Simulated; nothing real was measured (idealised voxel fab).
This section sets out a process module, namely voxel transistor to metal.
Cross-section cut: width 150 nm, square cells of 5 nm.
Cross-section layout: square cells on a grid; listed as bands, top to bottom; a band spans one or more cell rows.
Per band: top height and bottom height in nm, followed by the left-to-right materials and their widths in nm; "everywhere" marks a single material spanning edge to edge, "air" marks empty space.
Height 0 is the level under which the wafer as received is all one material. The lowest band goes on downwards, as in "0 and below".
The notation "30 to 40" denotes a width that varies across the rows of cells in the band, beginning at the first number in the top row, finishing at the second number in the bottom row, and changing by an identical amount from each row to the next.
The cross-section has no changed cell in any step marked "remained unchanged".
If an empty space has no open way to the top and is at least 8 cells in size, "Voids, enclosed" lists it, written width x height at distance, where distance is measured from the left edge and every value is in nm.
On each step's line, the part that comes after the settings is the simulator's own comment on the step.
overlay nm: right-of-plan distance of the mask on a masked step; negative values mean left-of-plan.

So here's the lineup of process steps we planned:
step 1: RECEIVE [material Si]
step 2: OXIDIZE [depth nm 5]
step 3: CONFORMAL_DEP [material SiN] [thk nm 10]
step 4: MASKED_ETCH [tone cover] [mask id ACTIVE] [width nm 110] [etch materials SiN] [depth nm 10] [overlay nm -5]
step 5: MASKED_ETCH [tone cover] [mask id ACTIVE] [width nm 110] [etch materials SiO2] [depth nm 5] [overlay nm 0]
step 6: MASKED_ETCH [tone cover] [mask id ACTIVE] [width nm 110] [etch materials Si] [depth nm 30] [overlay nm 0]
step 7: OXIDIZE [depth nm 5]
step 8: FILL_DEP [material SiO2] [thk nm 10]
step 9: CMP [height nm 10]
step 10: SELECTIVE_ETCH [etch materials SiO2] [depth nm 5]
step 11: STRIP [etch materials SiN]
step 12: SELECTIVE_ETCH [etch materials SiO2] [depth nm 5]
step 13: OXIDIZE [depth nm 5]
step 14: DIRECTIONAL_DEP [material polySi] [thk nm 25]
step 15: DIRECTIONAL_DEP [material SiCN] [thk nm 10]
step 16: PATTERN [tone cover] [mask id GATE] [material resist] [width nm 30] [thk nm 20] [overlay nm 0]
step 17: DIRECTIONAL_ETCH [etch materials SiCN] [depth nm 20]
step 18: DIRECTIONAL_ETCH [etch materials polySi] [depth nm 35]
step 19: STRIP [etch materials resist]
step 20: CONFORMAL_DEP [material SiN] [thk nm 10]
step 21: DIRECTIONAL_ETCH [etch materials SiN] [depth nm 10]
step 22: DIRECTIONAL_ETCH [etch materials SiO2] [depth nm 5]
step 23: EPI [material SiGe] [thk nm 5]
step 24: FILL_DEP [material SiO2] [thk nm 5]
step 25: CMP [height nm 20]
step 26: STRIP [etch materials polySi]
step 27: SELECTIVE_ETCH [etch materials SiO2] [depth nm 5]
step 28: CONFORMAL_DEP [material HfO2] [thk nm 5]
step 29: CONFORMAL_DEP [material TiN] [thk nm 5]
step 30: FILL_DEP [material W] [thk nm 10]
step 31: CMP [height nm 15]
step 32: DIRECTIONAL_DEP [material SiO2] [thk nm 10]
step 33: MASKED_ETCH [tone open] [mask id CONTACT] [width nm 20] [pitch nm 80] [etch materials SiO2] [depth nm 30] [overlay nm 0]
step 34: CONFORMAL_DEP [material TiN] [thk nm 5]
step 35: FILL_DEP [material W] [thk nm 10]
step 36: CMP [height nm 25]
step 37: DIRECTIONAL_DEP [material TiN] [thk nm 5]
step 38: DIRECTIONAL_DEP [material W] [thk nm 20]
step 39: DIRECTIONAL_DEP [material aC] [thk nm 15]
step 40: PATTERN [tone cover] [mask id METAL_1] [material resist] [width nm 20] [pitch nm 80] [thk nm 35] [overlay nm 0]
step 41: DIRECTIONAL_ETCH [etch materials aC] [depth nm 15]
step 42: STRIP [etch materials resist]
step 43: DIRECTIONAL_ETCH [etch materials W] [depth nm 20]
step 44: DIRECTIONAL_ETCH [etch materials TiN] [depth nm 5]
step 45: STRIP [etch materials aC]
step 46: CONFORMAL_DEP [material SiN] [thk nm 5]
step 47: FILL_DEP [material lowk] [thk nm 10]
step 48: CMP [height nm 50]
step 49: CONFORMAL_DEP [material SiN] [thk nm 5]
Heads up: all these wafers start the same, and what changes between them is the overlay nm in step 4. The value you see in the plan is just what the first wafer got.

Sectional view: first of several wafers, as received, after step 1:
> 0 and below  Si everywhere
> Voids, enclosed: none

So in this table every wafer gets its own row, and what you see is where it stands at the end of the module: for each material, how many cells it picked up (+) or gave up (-) since we received it, and after that its closed voids:
overlay nm -5, +16 HfO2, -114 Si, +10 SiGe, +88 SiN, +155 SiO2, +46 TiN, +57 W, +72 lowk, Voids, enclosed: none
overlay nm 0, +16 HfO2, -120 Si, +10 SiGe, +88 SiN, +160 SiO2, +46 TiN, +58 W, +72 lowk, Voids, enclosed: none
overlay nm 5, +16 HfO2, -114 Si, +10 SiGe, +88 SiN, +155 SiO2, +46 TiN, +57 W, +72 lowk, Voids, enclosed: none
